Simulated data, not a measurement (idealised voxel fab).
process module | voxel quadruple lines
cross-section cut | 275 nm wide | cells 5 nm
A cross-section is a grid of square cells, given in bands from the top down. A band is one or more rows of cells.
Each band's line starts with the height of the band's top and of its bottom, in nm. Then come its materials from left to right, each with its width in nm. One material with "throughout" fills the band from edge to edge. "air" is empty space.
Height 0 is the level under which the wafer as received is all one material. The lowest band goes on downwards, as in "0 down".
A width such as "30 to 40" changes by the same amount from each row of cells to the next, from the band's top row to its bottom row.
"no change" after a step means that no cell of the cross-section changed.
closed voids: empty space of 8 cells or more with no open way to the top, each as width x height at its distance from the left edge, in nm
after a step's settings: what the simulator itself notes on the step
overlay nm, on a step with a mask: how far to the right of its planned place the mask lay; to the left if negative
plan
1 op RECEIVE | material Si
2 op CONFORMAL_DEP | material SiO2 | thk nm 10
3 op DIRECTIONAL_DEP | material Ru | thk nm 10
4 op DIRECTIONAL_DEP | material polySi | thk nm 15
5 op DIRECTIONAL_DEP | material aC | thk nm 25
6 op PATTERN | tone cover | mask id MANDREL | material resist | width nm 25 | thk nm 35 | overlay nm 0
7 op DIRECTIONAL_ETCH | etch materials aC | depth nm 25
8 op STRIP | etch materials resist
9 op CONFORMAL_DEP | material SiO2 | thk nm 15
10 op DIRECTIONAL_ETCH | etch materials SiO2 | depth nm 15
11 op STRIP | etch materials aC
12 op DIRECTIONAL_ETCH | etch materials polySi | depth nm 15
13 op STRIP | etch materials SiO2
14 op CONFORMAL_DEP | material SiCN | thk nm 5
15 op DIRECTIONAL_ETCH | etch materials SiCN | depth nm 5
16 op STRIP | etch materials polySi
17 op DIRECTIONAL_ETCH | etch materials Ru | depth nm 10
18 op STRIP | etch materials SiCN
as received, after step 1
  0 down: Si throughout
  closed voids: none
a wafer at the end: this start, this plan, one mistake
  20 to 10: air 110 | Ru 5 | air 10 | Ru 5 | air 15 | Ru 5 | air 10 | Ru 5 | air 110
  10 to 0: SiO2 throughout
  0 down: Si throughout
  closed voids: none
what went wrong: step 9 ran as: op CONFORMAL_DEP | material SiO2 | thk nm 10
